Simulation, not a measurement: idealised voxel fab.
Process module, titled voxel air gaps
We display cut, a cross-section 170 nm in width whose square cells are each 5 nm.
Each cross-section below is a grid of square cells, stated as bands in top-down order, with one or more rows of cells making up each band. Look at the band entry: it leads with the top's height and the bottom's height in nm. Then it lists the materials left to right, with a width in nm for each. The word "throughout" on a single material says that material fills the band edge to edge. The word "blank" is empty space. All heights in this document are referenced to 0, defined as the level beneath which the wafer, as received, consists entirely of one material. The lowest band is not bounded below; it extends indefinitely downward and is written in the form "0 down". So if you see something like "30->40" for the width, read it as the top row of the band sitting at the first number and the bottom row at the second, with every row in between moving by the same amount as the last. When a step is marked "remains unaltered", none of the cells in the cross-section changed during that step. This entry, "Closed void entries", enumerates those empty regions of no fewer than 8 cells that possess no open connection to the top. Each region is reported in the form width x height at distance, the distance being taken from the left edge, with all three quantities expressed in nm. If you see something after the settings on a step's line, that's the simulator's own remark about that step. Regarding "overlay nm": on a step with a mask, it is the distance the mask lay to the right of its planned place; a negative value places it to the left.
## Planned process steps
step 1: RECEIVE | material Si
step 2: CONFORMAL_DEP | material SiO2 | thk nm 15
step 3: CONFORMAL_DEP | material SiCN | thk nm 5
step 4: DIRECTIONAL_DEP | material SiO2 | thk nm 40
step 5: PATTERN | tone open | mask id LINES | material resist | width nm 25 | pitch nm 50 | thk nm 15 | overlay nm 0
step 6: DIRECTIONAL_ETCH | etch materials SiO2 | depth nm 40
step 7: STRIP | etch materials resist
step 8: CONFORMAL_DEP | material TiN | thk nm 5
step 9: FILL_DEP | material Cu | thk nm 5
step 10: CMP | height nm 60
step 11: EPI | material Ru | thk nm 10
step 12: SELECTIVE_ETCH | etch materials SiO2 | depth nm 50
step 13: CONFORMAL_DEP | material SiCN | thk nm 5
## As-received wafer cross-section (after step 1)
    0 down = Si throughout
    Closed void entries: none
## End-of-module XS, first of two wafers, run as planned
    75 to 70 = 5 of blank | 155 of SiCN | 10 of blank
    70 to 60 = 5 of blank | 5 of SiCN | 45 of Ru | 5 of SiCN | 45 of Ru | 5 of SiCN | 45 of Ru | 5 of SiCN | 10 of blank
    60 to 55 = 5 of blank | 15 of SiCN | 5 of TiN | 15 of Cu | 5 of TiN | 25 of SiCN | 5 of TiN | 15 of Cu | 5 of TiN | 25 of SiCN | 5 of TiN | 15 of Cu | 5 of TiN | 15 of SiCN | 10 of blank
    55 to 25 = 15 of blank | 5 of SiCN | 5 of TiN | 15 of Cu | 5 of TiN | 5 of SiCN | 15 of blank | 5 of SiCN | 5 of TiN | 15 of Cu | 5 of TiN | 5 of SiCN | 15 of blank | 5 of SiCN | 5 of TiN | 15 of Cu | 5 of TiN | 5 of SiCN | 20 of blank
    25 to 20 = 20 of SiCN | 25 of TiN | 25 of SiCN | 25 of TiN | 25 of SiCN | 25 of TiN | 25 of SiCN
    20 to 15 = SiCN throughout
    15 to 0 = SiO2 throughout
    0 down = Si throughout
    Closed void entries: 15 x 30 at 50; 15 x 30 at 100
## Wafer two, sectioned after the module: the first wafer's start, the first wafer's plan, and one mistake in how it was run
    85 to 70 = SiCN throughout
    70 to 60 = 10 of SiCN | 45 of Ru | 5 of SiCN | 45 of Ru | 5 of SiCN | 45 of Ru | 15 of SiCN
    60 to 55 = 20 of SiCN | 5 of TiN | 15 of Cu | 5 of TiN | 25 of SiCN | 5 of TiN | 15 of Cu | 5 of TiN | 25 of SiCN | 5 of TiN | 15 of Cu | 5 of TiN | 25 of SiCN
    55 to 50 = 20 of SiCN | 5 of TiN | 15 of Cu | 5 of TiN | 5 of SiCN | 15 of blank | 5 of SiCN | 5 of TiN | 15 of Cu | 5 of TiN | 5 of SiCN | 15 of blank | 5 of SiCN | 5 of TiN | 15 of Cu | 5 of TiN | 25 of SiCN
    50 to 45 = 10 of blank | 10 of SiCN | 5 of TiN | 15 of Cu | 5 of TiN | 5 of SiCN | 15 of blank | 5 of SiCN | 5 of TiN | 15 of Cu | 5 of TiN | 5 of SiCN | 15 of blank | 5 of SiCN | 5 of TiN | 15 of Cu | 5 of TiN | 25 of SiCN
    45 to 35 = 10 of blank | 10 of SiCN | 5 of TiN | 15 of Cu | 5 of TiN | 5 of SiCN | 15 of blank | 5 of SiCN | 5 of TiN | 15 of Cu | 5 of TiN | 5 of SiCN | 15 of blank | 5 of SiCN | 5 of TiN | 15 of Cu | 5 of TiN | 15 of SiCN | 10 of blank
    35 to 30 = 10 of blank | 10 of SiCN | 5 of TiN | 15 of Cu | 5 of TiN | 5 of SiCN | 15 of blank | 5 of SiCN | 5 of TiN | 15 of Cu | 5 of TiN | 5 of SiCN | 15 of blank | 5 of SiCN | 5 of TiN | 15 of Cu | 5 of TiN | 25 of SiCN
    30 to 25 = 20 of SiCN | 5 of TiN | 15 of Cu | 5 of TiN | 5 of SiCN | 15 of blank | 5 of SiCN | 5 of TiN | 15 of Cu | 5 of TiN | 5 of SiCN | 15 of blank | 5 of SiCN | 5 of TiN | 15 of Cu | 5 of TiN | 25 of SiCN
    25 to 20 = 20 of SiCN | 25 of TiN | 25 of SiCN | 25 of TiN | 25 of SiCN | 25 of TiN | 25 of SiCN
    20 to 15 = SiCN throughout
    15 to 0 = SiO2 throughout
    0 down = Si throughout
    Closed void entries: 10 x 20 at 0; 15 x 30 at 50; 15 x 30 at 100
What was done differently from what was planned? step 13: run off-plan, actual operation and settings CONFORMAL_DEP | material SiCN | thk nm 15
End check, counted in cells, second wafer has more or fewer of these materials than the first: +110 SiCN
At process end, closed voids number 2 in the first wafer and 3 in the second wafer.
